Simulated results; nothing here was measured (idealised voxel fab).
This section sets out a process module, namely voxel ribs on slabs.
The width of the displayed cross-section, cut, is 285 nm; its cells are square, with a size of 5 nm.
If you're reading a cross-section in this doc, picture square cells in a grid; it comes to you as bands, top ones listed first down to the bottom, and a band can be one or more rows of cells.
Top height, bottom height, nm. Materials left to right, width each, nm. Single material + "throughout" = fills band edge to edge. "empty" = empty.
Zero point of the height axis is 0; under it, received wafer = one material. Lowest band: continues down indefinitely, "top 0, no bottom".
The notation "30->40" denotes a width that varies across the rows of cells in the band, beginning at the first number in the top row, finishing at the second number in the bottom row, and changing by an identical amount from each row to the next.
"no modification" for a step: no cell of the cross-section changed in that step.
Closed void register: empty space of 8 cells or more with no open way to the top, each as width x height at its distance from the left edge, in nm
Post-settings text on a step line: simulator's own remark regarding the step.
overlay nm: mask right of planned place by this much (step with mask). Neg. = left.

List of planned process steps
| 1 | RECEIVE (material Si) |
| 2 | DIRECTIONAL_DEP (material SiO2; thk nm 25) |
| 3 | DIRECTIONAL_DEP (material SiN; thk nm 15) |
| 4 | PATTERN (tone cover; mask id RIB; material resist; width nm 30; thk nm 15; overlay nm 0) |
| 5 | DIRECTIONAL_ETCH (etch materials SiN; depth nm 10) |
| 6 | STRIP (etch materials resist) |
| 7 | MASKED_ETCH (tone cover; mask id SLAB; width nm 70; etch materials SiN; depth nm 5; overlay nm 0) |
| 8 | FILL_DEP (material SiO2; thk nm 25) |
| 9 | CMP (height nm 60) |
| 10 | DIRECTIONAL_DEP (material TiN; thk nm 10) |
| 11 | DIRECTIONAL_DEP (material aC; thk nm 10) |
| 12 | PATTERN (tone cover; mask id HEATER; material resist; width nm 40; thk nm 30; overlay nm 0) |
| 13 | DIRECTIONAL_ETCH (etch materials aC; depth nm 10) |
| 14 | STRIP (etch materials resist) |
| 15 | DIRECTIONAL_ETCH (etch materials TiN; depth nm 10) |
| 16 | STRIP (etch materials aC) |
| 17 | CONFORMAL_DEP (material SiN; thk nm 5) |

Shown in cross-section is the wafer as received, that is, as it stands after step 1
* top 0, no bottom = Si throughout
* Closed void register: none

The module was run from the start shown above using the plan shown above, but one mistake was made doing it; the resulting wafer cross-section is below
* top 75, bottom 70 = empty 115 nm, SiN 50 nm, empty 120 nm
* top 70, bottom 65 = empty 115 nm, SiN 5 nm, TiN 40 nm, SiN 5 nm, empty 120 nm
* top 65, bottom 60 = SiN 120 nm, TiN 40 nm, SiN 125 nm
* top 60, bottom 35 = SiO2 throughout
* top 35, bottom 30 = SiO2 125 nm, SiN 30 nm, SiO2 130 nm
* top 30, bottom 25 = SiN 105 nm, SiO2 20 nm, SiN 30 nm, SiO2 20 nm, SiN 110 nm
* top 25, bottom 0 = SiO2 throughout
* top 0, no bottom = Si throughout
* Closed void register: none
Processing error: rather than as planned, step 7 actually ran as MASKED_ETCH (tone open; mask id SLAB; width nm 70; etch materials SiN; depth nm 5; overlay nm 0)
